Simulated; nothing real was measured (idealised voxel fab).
The document below concerns the process module designated voxel wiring stack.
For reference, the cross-section in this document is cut, with width 225 nm and square cells of 5 nm.
When this document writes out a cross-section, it uses a grid of square cells and lists it as bands, beginning at the top and moving down, with a band standing for one or more rows of cells. First you get the band's top height and its bottom height, in nm, and then the materials it's made of, left to right, with each width in nm. If you see a single material with "throughout", that one covers the band edge to edge. "blank" is empty space. For the purposes of this specification, 0 denotes the height below which the wafer in its as-received condition is composed wholly of one material, and the lowermost band, lacking a lower limit, extends downward without end, as expressed in "0 -> down". Graded width ("30..40"): value in top row of band = first number; value in bottom row = second number; row-to-row change constant. "no modification" (step): cross-section cells unchanged, all of them. For the entry "Enclosed voids", the listed items are empty spaces with no open way to the top whose size is 8 cells or more; each item follows the pattern width x height at distance, where distance is from the left edge and all three are in nm. On each step's line, the part that comes after the settings is the simulator's own comment on the step. "overlay nm" answers the question of how far to the right of plan the mask lay on a step that has a mask, and when it is negative the answer is to the left. Pairs from here to the end. Each: cross-section before one process step, cross-section after it, the latter only as far down as the lowest band that changed. Under each: the step between, and its settings. Mind that the pairs may be taken from different runs of this module on the same starting wafer; whether a pair continues from the pair above depends on its entry headed "Before-step section", and it does only where that entry says so.
Before-step section
* 0 -> down  Si throughout
* Enclosed voids: none
Cross-Section After Step
* 15 -> 0  SiO2 throughout
* Below 0, the layers are the same as they were.
* Enclosed voids: none
The two cross-sections above are separated by a single process step, namely CONFORMAL_DEP with material SiO2, thk nm 15
Before-step section: no separate figure, the pair right above already shows it after its step.
Cross-Section After Step
* 20 -> 15  SiN throughout
* Below 15, the layers are the same as they were.
* Enclosed voids: none
The two cross-sections above are separated by a single process step, namely CONFORMAL_DEP with material SiN, thk nm 5
Before-step section: no separate figure, the pair right above already shows it after its step.
Cross-Section After Step
* 45 -> 20  lowk throughout
* Below 20, the layers are the same as they were.
* Enclosed voids: none
The two cross-sections above are separated by a single process step, namely DIRECTIONAL_DEP with material lowk, thk nm 25
Before-step section: no separate figure, the pair right above already shows it after its step.
Cross-Section After Step
* 45 -> 20  50 lowk; 20 blank; 15 lowk; 20 blank; 15 lowk; 20 blank; 15 lowk; 20 blank; 50 lowk
* Below 20, the layers are the same as they were.
* Enclosed voids: none
The two cross-sections above are separated by a single process step, namely MASKED_ETCH with tone open, mask id METAL_1, width nm 20, pitch nm 35, etch materials lowk, depth nm 25, overlay nm 0
Before-step section: no separate figure, the pair right above already shows it after its step.
Cross-Section After Step
* 45 -> 20  50 lowk; 20 blank; 15 lowk; 20 blank; 15 lowk; 20 blank; 15 lowk; 20 blank; 50 lowk
* 20 -> 15  50 SiN; 20 blank; 15 SiN; 20 blank; 15 SiN; 20 blank; 15 SiN; 20 blank; 50 SiN
* Below 15, the layers are the same as they were.
* Enclosed voids: none
The two cross-sections above are separated by a single process step, namely MASKED_ETCH with tone open, mask id METAL_1, width nm 20, pitch nm 35, etch materials SiN, depth nm 5, overlay nm 0
Before-step section: no separate figure, the pair right above already shows it after its step.
Cross-Section After Step
* 50 -> 45  55 TiN; 10 blank; 25 TiN; 10 blank; 25 TiN; 10 blank; 25 TiN; 10 blank; 55 TiN
* 45 -> 20  50 lowk; 5 TiN; 10 blank; 5 TiN; 15 lowk; 5 TiN; 10 blank; 5 TiN; 15 lowk; 5 TiN; 10 blank; 5 TiN; 15 lowk; 5 TiN; 10 blank; 5 TiN; 50 lowk
* 20 -> 15  50 SiN; 20 TiN; 15 SiN; 20 TiN; 15 SiN; 20 TiN; 15 SiN; 20 TiN; 50 SiN
* Below 15, the layers are the same as they were.
* Enclosed voids: none
The two cross-sections above are separated by a single process step, namely CONFORMAL_DEP with material TiN, thk nm 5
Before-step section: no separate figure, the pair right above already shows it after its step.
Cross-Section After Step
* 55 -> 50  Cu throughout
* 50 -> 45  55 TiN; 10 Cu; 25 TiN; 10 Cu; 25 TiN; 10 Cu; 25 TiN; 10 Cu; 55 TiN
* 45 -> 20  50 lowk; 5 TiN; 10 Cu; 5 TiN; 15 lowk; 5 TiN; 10 Cu; 5 TiN; 15 lowk; 5 TiN; 10 Cu; 5 TiN; 15 lowk; 5 TiN; 10 Cu; 5 TiN; 50 lowk
* Below 20, the layers are the same as they were.
* Enclosed voids: none
The two cross-sections above are separated by a single process step, namely FILL_DEP with material Cu, thk nm 5
Before-step section: no separate figure, the pair right above already shows it after its step.
Cross-Section After Step
* 45 -> 20  50 lowk; 5 TiN; 10 Cu; 5 TiN; 15 lowk; 5 TiN; 10 Cu; 5 TiN; 15 lowk; 5 TiN; 10 Cu; 5 TiN; 15 lowk; 5 TiN; 10 Cu; 5 TiN; 50 lowk
* Below 20, the layers are the same as they were.
* Enclosed voids: none
The two cross-sections above are separated by a single process step, namely CMP with height nm 45
Before-step section: no separate figure, the pair right above already shows it after its step.
Cross-Section After Step
* 50 -> 45  SiCN throughout
* Below 45, the layers are the same as they were.
* Enclosed voids: none
The two cross-sections above are separated by a single process step, namely CONFORMAL_DEP with material SiCN, thk nm 5
Before-step section: no separate figure, the pair right above already shows it after its step.
Cross-Section After Step
* 70 -> 50  lowk throughout
* Below 50, the layers are the same as they were.
* Enclosed voids: none
The two cross-sections above are separated by a single process step, namely DIRECTIONAL_DEP with material lowk, thk nm 20
Before-step section: no separate figure, the pair right above already shows it after its step.
Cross-Section After Step
* 85 -> 70  aC throughout
* Below 70, the layers are the same as they were.
* Enclosed voids: none
The two cross-sections above are separated by a single process step, namely DIRECTIONAL_DEP with material aC, thk nm 15
Before-step section: no separate figure, the pair right above already shows it after its step.
Cross-Section After Step
* 120 -> 85  50 resist; 15 blank; 20 resist; 15 blank; 20 resist; 15 blank; 20 resist; 15 blank; 55 resist
* Below 85, the layers are the same as they were.
* Enclosed voids: none
The two cross-sections above are separated by a single process step, namely PATTERN with tone open, mask id PLUG_1, material resist, width nm 15, pitch nm 35, thk nm 35, overlay nm 0
Before-step section: no separate figure, the pair right above already shows it after its step.
Cross-Section After Step
* 105 -> 85  50 resist; 15 blank; 20 resist; 15 blank; 20 resist; 15 blank; 20 resist; 15 blank; 55 resist
* 85 -> 70  50 aC; 15 blank; 20 aC; 15 blank; 20 aC; 15 blank; 20 aC; 15 blank; 55 aC
* Below 70, the layers are the same as they were.
* Enclosed voids: none
The two cross-sections above are separated by a single process step, namely DIRECTIONAL_ETCH with etch materials aC, depth nm 15
Before-step section: no separate figure, the pair right above already shows it after its step.
Cross-Section After Step
* 85 -> 70  50 aC; 15 blank; 20 aC; 15 blank; 20 aC; 15 blank; 20 aC; 15 blank; 55 aC
* Below 70, the layers are the same as they were.
* Enclosed voids: none
The two cross-sections above are separated by a single process step, namely STRIP with etch materials resist
Before-step section: no separate figure, the pair right above already shows it after its step.
Cross-Section After Step
* 85 -> 70  50 aC; 15 blank; 20 aC; 15 blank; 20 aC; 15 blank; 20 aC; 15 blank; 55 aC
* 70 -> 50  50 lowk; 15 blank; 20 lowk; 15 blank; 20 lowk; 15 blank; 20 lowk; 15 blank; 55 lowk
* Below 50, the layers are the same as they were.
* Enclosed voids: none
The two cross-sections above are separated by a single process step, namely DIRECTIONAL_ETCH with etch materials lowk, depth nm 20
Before-step section: no separate figure, the pair right above already shows it after its step.
Cross-Section After Step
* 85 -> 70  50 aC; 15 blank; 20 aC; 15 blank; 20 aC; 15 blank; 20 aC; 15 blank; 55 aC
* 70 -> 50  50 lowk; 15 blank; 20 lowk; 15 blank; 20 lowk; 15 blank; 20 lowk; 15 blank; 55 lowk
* 50 -> 45  50 SiCN; 15 blank; 20 SiCN; 15 blank; 20 SiCN; 15 blank; 20 SiCN; 15 blank; 55 SiCN
* Below 45, the layers are the same as they were.
* Enclosed voids: none
The two cross-sections above are separated by a single process step, namely DIRECTIONAL_ETCH with etch materials SiCN, depth nm 5
Before-step section: no separate figure, the pair right above already shows it after its step.
Cross-Section After Step
* 70 -> 50  50 lowk; 15 blank; 20 lowk; 15 blank; 20 lowk; 15 blank; 20 lowk; 15 blank; 55 lowk
* Below 50, the layers are the same as they were.
* Enclosed voids: none
The two cross-sections above are separated by a single process step, namely STRIP with etch materials aC
Before-step section: no separate figure, the pair right above already shows it after its step.
Cross-Section After Step
* 70 -> 55  50 lowk; 15 blank; 20 lowk; 15 blank; 20 lowk; 15 blank; 20 lowk; 15 blank; 55 lowk
* 55 -> 50  50 lowk; 15 Ru; 20 lowk; 15 Ru; 20 lowk; 15 Ru; 20 lowk; 15 Ru; 55 lowk
* 50 -> 45  50 SiCN; 15 Ru; 20 SiCN; 15 Ru; 20 SiCN; 15 Ru; 20 SiCN; 15 Ru; 55 SiCN
* Below 45, the layers are the same as they were.
* Enclosed voids: none
The two cross-sections above are separated by a single process step, namely EPI with material Ru, thk nm 10
Before-step section: no separate figure, the pair right above already shows it after its step.
Cross-Section After Step
* 70 -> 65  50 lowk; 15 blank; 20 lowk; 15 blank; 20 lowk; 15 blank; 20 lowk; 15 blank; 55 lowk
* 65 -> 50  50 lowk; 15 Ru; 20 lowk; 15 Ru; 20 lowk; 15 Ru; 20 lowk; 15 Ru; 55 lowk
* Below 50, the layers are the same as they were.
* Enclosed voids: none
The two cross-sections above are separated by a single process step, namely EPI with material Ru, thk nm 10
Before-step section: no separate figure, the pair right above already shows it after its step.
Cross-Section After Step
* 70 -> 50  50 lowk; 15 Ru; 20 lowk; 15 Ru; 20 lowk; 15 Ru; 20 lowk; 15 Ru; 55 lowk
* Below 50, the layers are the same as they were.
* Enclosed voids: none
The two cross-sections above are separated by a single process step, namely EPI with material Ru, thk nm 5
Before-step section: no separate figure, the pair right above already shows it after its step.
Cross-Section After Step
* 75 -> 70  TiN throughout
* Below 70, the layers are the same as they were.
* Enclosed voids: none
The two cross-sections above are separated by a single process step, namely DIRECTIONAL_DEP with material TiN, thk nm 5
Before-step section: no separate figure, the pair right above already shows it after its step.
Cross-Section After Step
* 100 -> 75  W throughout
* Below 75, the layers are the same as they were.
* Enclosed voids: none
The two cross-sections above are separated by a single process step, namely DIRECTIONAL_DEP with material W, thk nm 25
Before-step section: no separate figure, the pair right above already shows it after its step.
Cross-Section After Step
* 100 -> 75  50 blank; 20 W; 15 blank; 20 W; 15 blank; 20 W; 15 blank; 20 W; 50 blank
* Below 75, the layers are the same as they were.
* Enclosed voids: none
The two cross-sections above are separated by a single process step, namely MASKED_ETCH with tone cover, mask id METAL_2, width nm 20, pitch nm 35, etch materials W, depth nm 25, overlay nm 0
Before-step section: no separate figure, the pair right above already shows it after its step.
Cross-Section After Step
* 100 -> 75  50 blank; 20 W; 15 blank; 20 W; 15 blank; 20 W; 15 blank; 20 W; 50 blank
* 75 -> 70  50 blank; 20 TiN; 15 blank; 20 TiN; 15 blank; 20 TiN; 15 blank; 20 TiN; 50 blank
* Below 70, the layers are the same as they were.
* Enclosed voids: none
The two cross-sections above are separated by a single process step, namely MASKED_ETCH with tone cover, mask id METAL_2, width nm 20, pitch nm 35, etch materials TiN, depth nm 5, overlay nm 0
Before-step section: no separate figure, the pair right above already shows it after its step.
Cross-Section After Step
* 105 -> 100  45 blank; 30 SiCN; 5 blank; 30 SiCN; 5 blank; 30 SiCN; 5 blank; 30 SiCN; 45 blank
* 100 -> 75  45 blank; 5 SiCN; 20 W; 5 SiCN; 5 blank; 5 SiCN; 20 W; 5 SiCN; 5 blank; 5 SiCN; 20 W; 5 SiCN; 5 blank; 5 SiCN; 20 W; 5 SiCN; 45 blank
* 75 -> 70  50 SiCN; 20 TiN; 15 SiCN; 20 TiN; 15 SiCN; 20 TiN; 15 SiCN; 20 TiN; 50 SiCN
* Below 70, the layers are the same as they were.
* Enclosed voids: none
The two cross-sections above are separated by a single process step, namely CONFORMAL_DEP with material SiCN, thk nm 5
Before-step section: no separate figure, the pair right above already shows it after its step.
Cross-Section After Step
* 115 -> 105  SiO2 throughout
* 105 -> 100  45 SiO2; 30 SiCN; 5 SiO2; 30 SiCN; 5 SiO2; 30 SiCN; 5 SiO2; 30 SiCN; 45 SiO2
* 100 -> 75  45 SiO2; 5 SiCN; 20 W; 5 SiCN; 5 SiO2; 5 SiCN; 20 W; 5 SiCN; 5 SiO2; 5 SiCN; 20 W; 5 SiCN; 5 SiO2; 5 SiCN; 20 W; 5 SiCN; 45 SiO2
* Below 75, the layers are the same as they were.
* Enclosed voids: none
The two cross-sections above are separated by a single process step, namely FILL_DEP with material SiO2, thk nm 10
Before-step section: no separate figure, the pair right above already shows it after its step.
Cross-Section After Step
* 100 -> 75  45 SiO2; 5 SiCN; 20 W; 5 SiCN; 5 SiO2; 5 SiCN; 20 W; 5 SiCN; 5 SiO2; 5 SiCN; 20 W; 5 SiCN; 5 SiO2; 5 SiCN; 20 W; 5 SiCN; 45 SiO2
* Below 75, the layers are the same as they were.
* Enclosed voids: none
The two cross-sections above are separated by a single process step, namely CMP with height nm 100
Before-step section: no separate figure, the pair right above already shows it after its step.
Cross-Section After Step
* 105 -> 100  SiCN throughout
* Below 100, the layers are the same as they were.
* Enclosed voids: none
The two cross-sections above are separated by a single process step, namely CONFORMAL_DEP with material SiCN, thk nm 5
Before-step section: no separate figure, the pair right above already shows it after its step.
Cross-Section After Step
* 140 -> 105  SiO2 throughout
* Below 105, the layers are the same as they were.
* Enclosed voids: none
The two cross-sections above are separated by a single process step, namely DIRECTIONAL_DEP with material SiO2, thk nm 35
Before-step section: no separate figure, the pair right above already shows it after its step.
Cross-Section After Step
* 140 -> 105  50 SiO2; 15 blank; 20 SiO2; 15 blank; 20 SiO2; 15 blank; 20 SiO2; 15 blank; 55 SiO2
* Below 105, the layers are the same as they were.
* Enclosed voids: none
The two cross-sections above are separated by a single process step, namely MASKED_ETCH with tone open, mask id METAL_3_HOLES, width nm 15, pitch nm 35, etch materials SiO2, depth nm 35, overlay nm 0
Before-step section: no separate figure, the pair right above already shows it after its step.
Cross-Section After Step
* 155 -> 140  50 resist; 20 blank; 15 resist; 20 blank; 15 resist; 20 blank; 15 resist; 20 blank; 50 resist
* Below 140, the layers are the same as they were.
* Enclosed voids: none
The two cross-sections above are separated by a single process step, namely PATTERN with tone open, mask id METAL_3, material resist, width nm 20, pitch nm 35, thk nm 15, overlay nm 0
Before-step section: no separate figure, the pair right above already shows it after its step.
Cross-Section After Step
* 155 -> 140  50 resist; 20 blank; 15 resist; 20 blank; 15 resist; 20 blank; 15 resist; 20 blank; 50 resist
* 140 -> 120  50 SiO2; 20 blank; 15 SiO2; 20 blank; 15 SiO2; 20 blank; 15 SiO2; 20 blank; 50 SiO2
* Below 120, the layers are the same as they were.
* Enclosed voids: none
The two cross-sections above are separated by a single process step, namely DIRECTIONAL_ETCH with etch materials SiO2, depth nm 20
Before-step section: no separate figure, the pair right above already shows it after its step.
Cross-Section After Step
* 155 -> 140  50 resist; 20 blank; 15 resist; 20 blank; 15 resist; 20 blank; 15 resist; 20 blank; 50 resist
* 140 -> 120  50 SiO2; 20 blank; 15 SiO2; 20 blank; 15 SiO2; 20 blank; 15 SiO2; 20 blank; 50 SiO2
* 120 -> 105  50 SiO2; 15 blank; 20 SiO2; 15 blank; 20 SiO2; 15 blank; 20 SiO2; 15 blank; 55 SiO2
* 105 -> 100  50 SiCN; 15 blank; 20 SiCN; 15 blank; 20 SiCN; 15 blank; 20 SiCN; 15 blank; 55 SiCN
* Below 100, the layers are the same as they were.
* Enclosed voids: none
The two cross-sections above are separated by a single process step, namely DIRECTIONAL_ETCH with etch materials SiCN, depth nm 5
Before-step section: no separate figure, the pair right above already shows it after its step.
Cross-Section After Step
* 140 -> 120  50 SiO2; 20 blank; 15 SiO2; 20 blank; 15 SiO2; 20 blank; 15 SiO2; 20 blank; 50 SiO2
* Below 120, the layers are the same as they were.
* Enclosed voids: none
The two cross-sections above are separated by a single process step, namely STRIP with etch materials resist
Before-step section: no separate figure, the pair right above already shows it after its step.
Cross-Section After Step
* 145 -> 140  55 TiN; 10 blank; 25 TiN; 10 blank; 25 TiN; 10 blank; 25 TiN; 10 blank; 55 TiN
* 140 -> 125  50 SiO2; 5 TiN; 10 blank; 5 TiN; 15 SiO2; 5 TiN; 10 blank; 5 TiN; 15 SiO2; 5 TiN; 10 blank; 5 TiN; 15 SiO2; 5 TiN; 10 blank; 5 TiN; 50 SiO2
* 125 -> 120  50 SiO2; 5 TiN; 5 blank; 10 TiN; 15 SiO2; 5 TiN; 5 blank; 10 TiN; 15 SiO2; 5 TiN; 5 blank; 10 TiN; 15 SiO2; 5 TiN; 5 blank; 10 TiN; 50 SiO2
* 120 -> 105  50 SiO2; 5 TiN; 5 blank; 5 TiN; 20 SiO2; 5 TiN; 5 blank; 5 TiN; 20 SiO2; 5 TiN; 5 blank; 5 TiN; 20 SiO2; 5 TiN; 5 blank; 5 TiN; 55 SiO2
* 105 -> 100  50 SiCN; 15 TiN; 20 SiCN; 15 TiN; 20 SiCN; 15 TiN; 20 SiCN; 15 TiN; 55 SiCN
* Below 100, the layers are the same as they were.
* Enclosed voids: none
The two cross-sections above are separated by a single process step, namely CONFORMAL_DEP with material TiN, thk nm 5
Before-step section: no separate figure, the pair right above already shows it after its step.
Cross-Section After Step
* 150 -> 145  Cu throughout
* 145 -> 140  55 TiN; 10 Cu; 25 TiN; 10 Cu; 25 TiN; 10 Cu; 25 TiN; 10 Cu; 55 TiN
* 140 -> 125  50 SiO2; 5 TiN; 10 Cu; 5 TiN; 15 SiO2; 5 TiN; 10 Cu; 5 TiN; 15 SiO2; 5 TiN; 10 Cu; 5 TiN; 15 SiO2; 5 TiN; 10 Cu; 5 TiN; 50 SiO2
* 125 -> 120  50 SiO2; 5 TiN; 5 Cu; 10 TiN; 15 SiO2; 5 TiN; 5 Cu; 10 TiN; 15 SiO2; 5 TiN; 5 Cu; 10 TiN; 15 SiO2; 5 TiN; 5 Cu; 10 TiN; 50 SiO2
* 120 -> 105  50 SiO2; 5 TiN; 5 Cu; 5 TiN; 20 SiO2; 5 TiN; 5 Cu; 5 TiN; 20 SiO2; 5 TiN; 5 Cu; 5 TiN; 20 SiO2; 5 TiN; 5 Cu; 5 TiN; 55 SiO2
* Below 105, the layers are the same as they were.
* Enclosed voids: none
The two cross-sections above are separated by a single process step, namely FILL_DEP with material Cu, thk nm 5
Before-step section: no separate figure, the pair right above already shows it after its step.
Cross-Section After Step
* 140 -> 125  50 SiO2; 5 TiN; 10 Cu; 5 TiN; 15 SiO2; 5 TiN; 10 Cu; 5 TiN; 15 SiO2; 5 TiN; 10 Cu; 5 TiN; 15 SiO2; 5 TiN; 10 Cu; 5 TiN; 50 SiO2
* Below 125, the layers are the same as they were.
* Enclosed voids: none
The two cross-sections above are separated by a single process step, namely CMP with height nm 140
Before-step section: no separate figure, the pair right above already shows it after its step.
Cross-Section After Step
* 145 -> 140  SiCN throughout
* Below 140, the layers are the same as they were.
* Enclosed voids: none
The two cross-sections above are separated by a single process step, namely CONFORMAL_DEP with material SiCN, thk nm 5
Before-step section: no separate figure, the pair right above already shows it after its step.
Cross-Section After Step
* 160 -> 145  lowk throughout
* Below 145, the layers are the same as they were.
* Enclosed voids: none
The two cross-sections above are separated by a single process step, namely DIRECTIONAL_DEP with material lowk, thk nm 15
Before-step section: no separate figure, the pair right above already shows it after its step.
Cross-Section After Step
* 170 -> 160  aC throughout
* Below 160, the layers are the same as they were.
* Enclosed voids: none
The two cross-sections above are separated by a single process step, namely DIRECTIONAL_DEP with material aC, thk nm 10
Before-step section: no separate figure, the pair right above already shows it after its step.
Cross-Section After Step
* 200 -> 170  50 resist; 15 blank; 20 resist; 15 blank; 20 resist; 15 blank; 20 resist; 15 blank; 55 resist
* Below 170, the layers are the same as they were.
* Enclosed voids: none
The two cross-sections above are separated by a single process step, namely PATTERN with tone open, mask id PLUG_3, material resist, width nm 15, pitch nm 35, thk nm 30, overlay nm 0
Before-step section: no separate figure, the pair right above already shows it after its step.
Cross-Section After Step
* 190 -> 170  50 resist; 15 blank; 20 resist; 15 blank; 20 resist; 15 blank; 20 resist; 15 blank; 55 resist
* 170 -> 160  50 aC; 15 blank; 20 aC; 15 blank; 20 aC; 15 blank; 20 aC; 15 blank; 55 aC
* Below 160, the layers are the same as they were.
* Enclosed voids: none
The two cross-sections above are separated by a single process step, namely DIRECTIONAL_ETCH with etch materials aC, depth nm 10
Before-step section: no separate figure, the pair right above already shows it after its step.
Cross-Section After Step
* 170 -> 160  50 aC; 15 blank; 20 aC; 15 blank; 20 aC; 15 blank; 20 aC; 15 blank; 55 aC
* Below 160, the layers are the same as they were.
* Enclosed voids: none
The two cross-sections above are separated by a single process step, namely STRIP with etch materials resist
Before-step section: no separate figure, the pair right above already shows it after its step.
Cross-Section After Step
* 170 -> 160  50 aC; 15 blank; 20 aC; 15 blank; 20 aC; 15 blank; 20 aC; 15 blank; 55 aC
* 160 -> 145  50 lowk; 15 blank; 20 lowk; 15 blank; 20 lowk; 15 blank; 20 lowk; 15 blank; 55 lowk
* Below 145, the layers are the same as they were.
* Enclosed voids: none
The two cross-sections above are separated by a single process step, namely DIRECTIONAL_ETCH with etch materials lowk, depth nm 15
Before-step section: no separate figure, the pair right above already shows it after its step.
Cross-Section After Step
* 170 -> 160  50 aC; 15 blank; 20 aC; 15 blank; 20 aC; 15 blank; 20 aC; 15 blank; 55 aC
* 160 -> 145  50 lowk; 15 blank; 20 lowk; 15 blank; 20 lowk; 15 blank; 20 lowk; 15 blank; 55 lowk
* 145 -> 140  50 SiCN; 15 blank; 20 SiCN; 15 blank; 20 SiCN; 15 blank; 20 SiCN; 15 blank; 55 SiCN
* Below 140, the layers are the same as they were.
* Enclosed voids: none
The two cross-sections above are separated by a single process step, namely DIRECTIONAL_ETCH with etch materials SiCN, depth nm 5
Before-step section: no separate figure, the pair right above already shows it after its step.
Cross-Section After Step
* 160 -> 145  50 lowk; 15 blank; 20 lowk; 15 blank; 20 lowk; 15 blank; 20 lowk; 15 blank; 55 lowk
* Below 145, the layers are the same as they were.
* Enclosed voids: none
The two cross-sections above are separated by a single process step, namely STRIP with etch materials aC
Before-step section: no separate figure, the pair right above already shows it after its step.
Cross-Section After Step
* 160 -> 150  50 lowk; 15 blank; 20 lowk; 15 blank; 20 lowk; 15 blank; 20 lowk; 15 blank; 55 lowk
* 150 -> 145  50 lowk; 15 Ru; 20 lowk; 15 Ru; 20 lowk; 15 Ru; 20 lowk; 15 Ru; 55 lowk
* 145 -> 140  50 SiCN; 15 Ru; 20 SiCN; 15 Ru; 20 SiCN; 15 Ru; 20 SiCN; 15 Ru; 55 SiCN
* Below 140, the layers are the same as they were.
* Enclosed voids: none
The two cross-sections above are separated by a single process step, namely EPI with material Ru, thk nm 10
Before-step section: no separate figure, the pair right above already shows it after its step.
Cross-Section After Step
* 160 -> 145  50 lowk; 15 Ru; 20 lowk; 15 Ru; 20 lowk; 15 Ru; 20 lowk; 15 Ru; 55 lowk
* Below 145, the layers are the same as they were.
* Enclosed voids: none
The two cross-sections above are separated by a single process step, namely EPI with material Ru, thk nm 10
Before-step section: no separate figure, the pair right above already shows it after its step.
Cross-Section After Step
* 165 -> 160  SiCN throughout
* Below 160, the layers are the same as they were.
* Enclosed voids: none
The two cross-sections above are separated by a single process step, namely CONFORMAL_DEP with material SiCN, thk nm 5
Before-step section: no separate figure, the pair right above already shows it after its step.
Cross-Section After Step
* 185 -> 165  lowk throughout
* Below 165, the layers are the same as they were.
* Enclosed voids: none
The two cross-sections above are separated by a single process step, namely DIRECTIONAL_DEP with material lowk, thk nm 20
Before-step section: no separate figure, the pair right above already shows it after its step.
Cross-Section After Step
* 200 -> 185  50 resist; 20 blank; 15 resist; 20 blank; 15 resist; 20 blank; 15 resist; 20 blank; 50 resist
* Below 185, the layers are the same as they were.
* Enclosed voids: none
The two cross-sections above are separated by a single process step, namely PATTERN with tone open, mask id METAL_4, material resist, width nm 20, pitch nm 35, thk nm 15, overlay nm 0
Before-step section: no separate figure, the pair right above already shows it after its step.
Cross-Section After Step
* 200 -> 185  50 resist; 20 blank; 15 resist; 20 blank; 15 resist; 20 blank; 15 resist; 20 blank; 50 resist
* 185 -> 165  50 lowk; 20 blank; 15 lowk; 20 blank; 15 lowk; 20 blank; 15 lowk; 20 blank; 50 lowk
* Below 165, the layers are the same as they were.
* Enclosed voids: none
The two cross-sections above are separated by a single process step, namely DIRECTIONAL_ETCH with etch materials lowk, depth nm 20
Before-step section: no separate figure, the pair right above already shows it after its step.
Cross-Section After Step
* 200 -> 185  50 resist; 20 blank; 15 resist; 20 blank; 15 resist; 20 blank; 15 resist; 20 blank; 50 resist
* 185 -> 165  50 lowk; 20 blank; 15 lowk; 20 blank; 15 lowk; 20 blank; 15 lowk; 20 blank; 50 lowk
* 165 -> 160  50 SiCN; 20 blank; 15 SiCN; 20 blank; 15 SiCN; 20 blank; 15 SiCN; 20 blank; 50 SiCN
* Below 160, the layers are the same as they were.
* Enclosed voids: none
The two cross-sections above are separated by a single process step, namely DIRECTIONAL_ETCH with etch materials SiCN, depth nm 5
Before-step section: no separate figure, the pair right above already shows it after its step.
Cross-Section After Step
* 185 -> 165  50 lowk; 20 blank; 15 lowk; 20 blank; 15 lowk; 20 blank; 15 lowk; 20 blank; 50 lowk
* Below 165, the layers are the same as they were.
* Enclosed voids: none
The two cross-sections above are separated by a single process step, namely STRIP with etch materials resist
Before-step section: no separate figure, the pair right above already shows it after its step.
Cross-Section After Step
* 190 -> 185  55 TiN; 10 blank; 25 TiN; 10 blank; 25 TiN; 10 blank; 25 TiN; 10 blank; 55 TiN
* 185 -> 165  50 lowk; 5 TiN; 10 blank; 5 TiN; 15 lowk; 5 TiN; 10 blank; 5 TiN; 15 lowk; 5 TiN; 10 blank; 5 TiN; 15 lowk; 5 TiN; 10 blank; 5 TiN; 50 lowk
* 165 -> 160  50 SiCN; 20 TiN; 15 SiCN; 20 TiN; 15 SiCN; 20 TiN; 15 SiCN; 20 TiN; 50 SiCN
* Below 160, the layers are the same as they were.
* Enclosed voids: none
The two cross-sections above are separated by a single process step, namely CONFORMAL_DEP with material TiN, thk nm 5
Before-step section: no separate figure, the pair right above already shows it after its step.
Cross-Section After Step
* 195 -> 190  Cu throughout
* 190 -> 185  55 TiN; 10 Cu; 25 TiN; 10 Cu; 25 TiN; 10 Cu; 25 TiN; 10 Cu; 55 TiN
* 185 -> 165  50 lowk; 5 TiN; 10 Cu; 5 TiN; 15 lowk; 5 TiN; 10 Cu; 5 TiN; 15 lowk; 5 TiN; 10 Cu; 5 TiN; 15 lowk; 5 TiN; 10 Cu; 5 TiN; 50 lowk
* Below 165, the layers are the same as they were.
* Enclosed voids: none
The two cross-sections above are separated by a single process step, namely FILL_DEP with material Cu, thk nm 5
Before-step section: no separate figure, the pair right above already shows it after its step.
Cross-Section After Step
* 185 -> 165  50 lowk; 5 TiN; 10 Cu; 5 TiN; 15 lowk; 5 TiN; 10 Cu; 5 TiN; 15 lowk; 5 TiN; 10 Cu; 5 TiN; 15 lowk; 5 TiN; 10 Cu; 5 TiN; 50 lowk
* Below 165, the layers are the same as they were.
* Enclosed voids: none
The two cross-sections above are separated by a single process step, namely CMP with height nm 185
Before-step section: no separate figure, the pair right above already shows it after its step.
Cross-Section After Step
* 190 -> 185  SiN throughout
* Below 185, the layers are the same as they were.
* Enclosed voids: none
The two cross-sections above are separated by a single process step, namely CONFORMAL_DEP with material SiN, thk nm 5
Before-step section
* 70 -> 50  50 lowk; 15 Ru; 20 lowk; 15 Ru; 20 lowk; 15 Ru; 20 lowk; 15 Ru; 55 lowk
* 50 -> 45  50 SiCN; 15 Ru; 20 SiCN; 15 Ru; 20 SiCN; 15 Ru; 20 SiCN; 15 Ru; 55 SiCN
* 45 -> 20  50 lowk; 5 TiN; 10 Cu; 5 TiN; 15 lowk; 5 TiN; 10 Cu; 5 TiN; 15 lowk; 5 TiN; 10 Cu; 5 TiN; 15 lowk; 5 TiN; 10 Cu; 5 TiN; 50 lowk
* 20 -> 15  50 SiN; 20 TiN; 15 SiN; 20 TiN; 15 SiN; 20 TiN; 15 SiN; 20 TiN; 50 SiN
* 15 -> 0  SiO2 throughout
* 0 -> down  Si throughout
* Enclosed voids: none
Cross-Section After Step
* 95 -> 70  W throughout
* Below 70, the layers are the same as they were.
* Enclosed voids: none
The two cross-sections above are separated by a single process step, namely DIRECTIONAL_DEP with material W, thk nm 25
Before-step section: no separate figure, the pair right above already shows it after its step.
Cross-Section After Step
* 95 -> 70  50 blank; 20 W; 15 blank; 20 W; 15 blank; 20 W; 15 blank; 20 W; 50 blank
* Below 70, the layers are the same as they were.
* Enclosed voids: none
The two cross-sections above are separated by a single process step, namely MASKED_ETCH with tone cover, mask id METAL_2, width nm 20, pitch nm 35, etch materials W, depth nm 25, overlay nm 0
Before-step section: no separate figure, the pair right above already shows it after its step.
Cross-Section After Step
* 100 -> 95  45 blank; 30 SiCN; 5 blank; 30 SiCN; 5 blank; 30 SiCN; 5 blank; 30 SiCN; 45 blank
* 95 -> 75  45 blank; 5 SiCN; 20 W; 5 SiCN; 5 blank; 5 SiCN; 20 W; 5 SiCN; 5 blank; 5 SiCN; 20 W; 5 SiCN; 5 blank; 5 SiCN; 20 W; 5 SiCN; 45 blank
* 75 -> 70  50 SiCN; 20 W; 15 SiCN; 20 W; 15 SiCN; 20 W; 15 SiCN; 20 W; 50 SiCN
* Below 70, the layers are the same as they were.
* Enclosed voids: none
The two cross-sections above are separated by a single process step, namely CONFORMAL_DEP with material SiCN, thk nm 5
Before-step section: no separate figure, the pair right above already shows it after its step.
Cross-Section After Step
* 110 -> 100  SiO2 throughout
* 100 -> 95  45 SiO2; 30 SiCN; 5 SiO2; 30 SiCN; 5 SiO2; 30 SiCN; 5 SiO2; 30 SiCN; 45 SiO2
* 95 -> 75  45 SiO2; 5 SiCN; 20 W; 5 SiCN; 5 SiO2; 5 SiCN; 20 W; 5 SiCN; 5 SiO2; 5 SiCN; 20 W; 5 SiCN; 5 SiO2; 5 SiCN; 20 W; 5 SiCN; 45 SiO2
* Below 75, the layers are the same as they were.
* Enclosed voids: none
The two cross-sections above are separated by a single process step, namely FILL_DEP with material SiO2, thk nm 10
Before-step section: no separate figure, the pair right above already shows it after its step.
Cross-Section After Step
* 100 -> 95  45 SiO2; 30 SiCN; 5 SiO2; 30 SiCN; 5 SiO2; 30 SiCN; 5 SiO2; 30 SiCN; 45 SiO2
* Below 95, the layers are the same as they were.
* Enclosed voids: none
The two cross-sections above are separated by a single process step, namely CMP with height nm 100
